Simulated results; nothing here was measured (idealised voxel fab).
process module | voxel ribs on slabs
185 nm wide, 5 nm square cells: that's cross-section cut.
Cross-section layout: square cells on a grid; listed as bands, top to bottom; a band spans one or more cell rows.
Top, bottom (nm), then materials left to right with widths (nm); lone material tagged "throughout" fills the whole band edge to edge; "blank" = empty space.
Measure heights from 0. That's the level where, below it, the as-received wafer is all one material. The lowest band is bottomless and extends downward; write it as in "0 down".
The width entry "30..40" should be interpreted row by row: the top row of cells in the band takes the first number, the bottom row takes the second number, and the change between adjacent rows is uniform throughout.
"everything unchanged" -> step changed no cross-section cell.
Any empty space of 8 cells or more lacking an open way to the top shows up in "Completely sealed voids" as width x height at distance, distance from the left edge, in nm.
Text after the settings on a step's line: the simulator's own remark on that step.
overlay nm, on a step with a mask: how far to the right of its planned place the mask lay; to the left if negative
**These are the steps we planned for the process**
| 1 | RECEIVE [material Si] |
| 2 | DIRECTIONAL_DEP [material SiO2] [thk nm 20] |
| 3 | DIRECTIONAL_DEP [material SiN] [thk nm 15] |
| 4 | PATTERN [tone cover] [mask id RIB] [material resist] [width nm 15] [thk nm 20] [overlay nm 0] |
| 5 | DIRECTIONAL_ETCH [etch materials SiN] [depth nm 5] |
| 6 | STRIP [etch materials resist] |
| 7 | DIRECTIONAL_DEP [material aC] [thk nm 10] |
| 8 | PATTERN [tone cover] [mask id SLAB] [material resist] [width nm 65] [thk nm 30] [overlay nm 0] |
| 9 | DIRECTIONAL_ETCH [etch materials aC] [depth nm 10] |
| 10 | STRIP [etch materials resist] |
| 11 | DIRECTIONAL_ETCH [etch materials SiN] [depth nm 10] |
| 12 | STRIP [etch materials aC] |
| 13 | FILL_DEP [material SiO2] [thk nm 20] |
| 14 | CMP [height nm 50] |
| 15 | DIRECTIONAL_DEP [material TiN] [thk nm 5] |
| 16 | DIRECTIONAL_DEP [material aC] [thk nm 15] |
| 17 | PATTERN [tone cover] [mask id HEATER] [material resist] [width nm 25] [thk nm 30] [overlay nm -15] |
| 18 | DIRECTIONAL_ETCH [etch materials aC] [depth nm 15] |
| 19 | STRIP [etch materials resist] |
| 20 | DIRECTIONAL_ETCH [etch materials TiN] [depth nm 5] |
| 21 | STRIP [etch materials aC] |
| 22 | CONFORMAL_DEP [material SiO2] [thk nm 5] |
Be aware that, although all wafers share a common starting state, the overlay nm at step 17 differs among them, and the plan displays the first wafer's value.
**This is how the first of several wafers looked in cross-section when it arrived, which is after step 1**
* 0 down = Si throughout
* Completely sealed voids: none
**Take a look at the first of several wafers in cross-section: the module is done, and step 22 was its last step**
* 60 to 55 = blank: 60; SiO2: 35; blank: 90
* 55 to 50 = SiO2: 65; TiN: 25; SiO2: 95
* 50 to 35 = SiO2 throughout
* 35 to 30 = SiO2: 85; SiN: 15; SiO2: 85
* 30 to 20 = SiO2: 60; SiN: 65; SiO2: 60
* 20 to 0 = SiO2 throughout
* 0 down = Si throughout
* Completely sealed voids: none
**A cross-section through the last wafer at the close of the module**
* 60 to 55 = blank: 90; SiO2: 35; blank: 60
* 55 to 50 = SiO2: 95; TiN: 25; SiO2: 65
* 50 to 35 = SiO2 throughout
* 35 to 30 = SiO2: 85; SiN: 15; SiO2: 85
* 30 to 20 = SiO2: 60; SiN: 65; SiO2: 60
* 20 to 0 = SiO2 throughout
* 0 down = Si throughout
* Completely sealed voids: none
**Below, a row for every wafer. Read it as the end-of-module picture: for each material the wafer shows its cells gained (+) or lost (-) since it was received, and then its closed voids**
overlay nm -15 | +29 SiN | +380 SiO2 | +5 TiN | Completely sealed voids: none
overlay nm -10 | +29 SiN | +380 SiO2 | +5 TiN | Completely sealed voids: none
overlay nm -5 | +29 SiN | +380 SiO2 | +5 TiN | Completely sealed voids: none
overlay nm 0 | +29 SiN | +380 SiO2 | +5 TiN | Completely sealed voids: none
overlay nm 5 | +29 SiN | +380 SiO2 | +5 TiN | Completely sealed voids: none
overlay nm 10 | +29 SiN | +380 SiO2 | +5 TiN | Completely sealed voids: none
overlay nm 15 | +29 SiN | +380 SiO2 | +5 TiN | Completely sealed voids: none
